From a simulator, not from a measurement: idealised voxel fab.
Documented hereafter: the process module known as voxel ribs on slabs.
The width of the displayed cross-section, cut, is 175 nm; its cells are square, with a size of 5 nm.
If you're reading a cross-section in this doc, picture square cells in a grid; it comes to you as bands, top ones listed first down to the bottom, and a band can be one or more rows of cells. First you get the band's top height and its bottom height, in nm, and then the materials it's made of, left to right, with each width in nm. If you see a single material with "everywhere", that one covers the band edge to edge. "air" is empty space. Heights are expressed relative to 0, this being the level below which the as-received wafer comprises one material exclusively. The lowest band is unbounded in the downward direction and is denoted as in "0 -> down". Width "30..40": first value at the band's top row of cells, second value at its bottom row, equal change from row to row. "all unchanged" -> step changed no cross-section cell. This entry, "Closed internal voids", enumerates those empty regions of no fewer than 8 cells that possess no open connection to the top. Each region is reported in the form width x height at distance, the distance being taken from the left edge, with all three quantities expressed in nm. Past the settings on a step's line: simulator remark, on that step. "overlay nm" on a masked step: distance the mask lay right of its planned place, negative for left.
This section lists the process steps that were planned:
step 1: op RECEIVE | material Si
step 2: op DIRECTIONAL_DEP | material SiO2 | thk nm 30
step 3: op DIRECTIONAL_DEP | material SiN | thk nm 15
step 4: op DIRECTIONAL_DEP | material aC | thk nm 15
step 5: op PATTERN | tone cover | mask id RIB | material resist | width nm 15 | thk nm 35 | overlay nm 0
step 6: op DIRECTIONAL_ETCH | etch materials aC | depth nm 15
step 7: op STRIP | etch materials resist
step 8: op DIRECTIONAL_ETCH | etch materials SiN | depth nm 5
step 9: op STRIP | etch materials aC
step 10: op DIRECTIONAL_DEP | material aC | thk nm 15
step 11: op PATTERN | tone cover | mask id SLAB | material resist | width nm 45 | thk nm 35 | overlay nm 0
step 12: op DIRECTIONAL_ETCH | etch materials aC | depth nm 15
step 13: op STRIP | etch materials resist
step 14: op DIRECTIONAL_ETCH | etch materials SiN | depth nm 10
step 15: op STRIP | etch materials aC
step 16: op FILL_DEP | material SiO2 | thk nm 20
step 17: op CMP | height nm 55
step 18: op DIRECTIONAL_DEP | material W | thk nm 10
step 19: op DIRECTIONAL_DEP | material aC | thk nm 10
step 20: op PATTERN | tone cover | mask id HEATER | material resist | width nm 25 | thk nm 30 | overlay nm 0
step 21: op DIRECTIONAL_ETCH | etch materials aC | depth nm 10
step 22: op STRIP | etch materials resist
step 23: op DIRECTIONAL_ETCH | etch materials W | depth nm 10
step 24: op STRIP | etch materials aC
step 25: op CONFORMAL_DEP | material SiN | thk nm 10
Delivered wafer in cross-section: state after step 1:
    0 -> down = Si everywhere
    Closed internal voids: none
What the wafer looks like in cross-section after this module, when it starts as shown above and follows the plan above but one mistake is made in running it:
    75 -> 70 = air 65 nm  SiN 45 nm  air 65 nm
    70 -> 65 = SiN everywhere
    65 -> 60 = SiN 75 nm  W 25 nm  SiN 75 nm
    60 -> 55 = W everywhere
    55 -> 45 = SiO2 everywhere
    45 -> 40 = SiO2 80 nm  SiN 15 nm  SiO2 80 nm
    40 -> 30 = SiO2 65 nm  SiN 45 nm  SiO2 65 nm
    30 -> 0 = SiO2 everywhere
    0 -> down = Si everywhere
    Closed internal voids: none
It is concluded that the wafer was processed incorrectly with respect to the plan, in that contrary to plan, step 23 was performed as op DIRECTIONAL_ETCH | etch materials W | depth nm 5
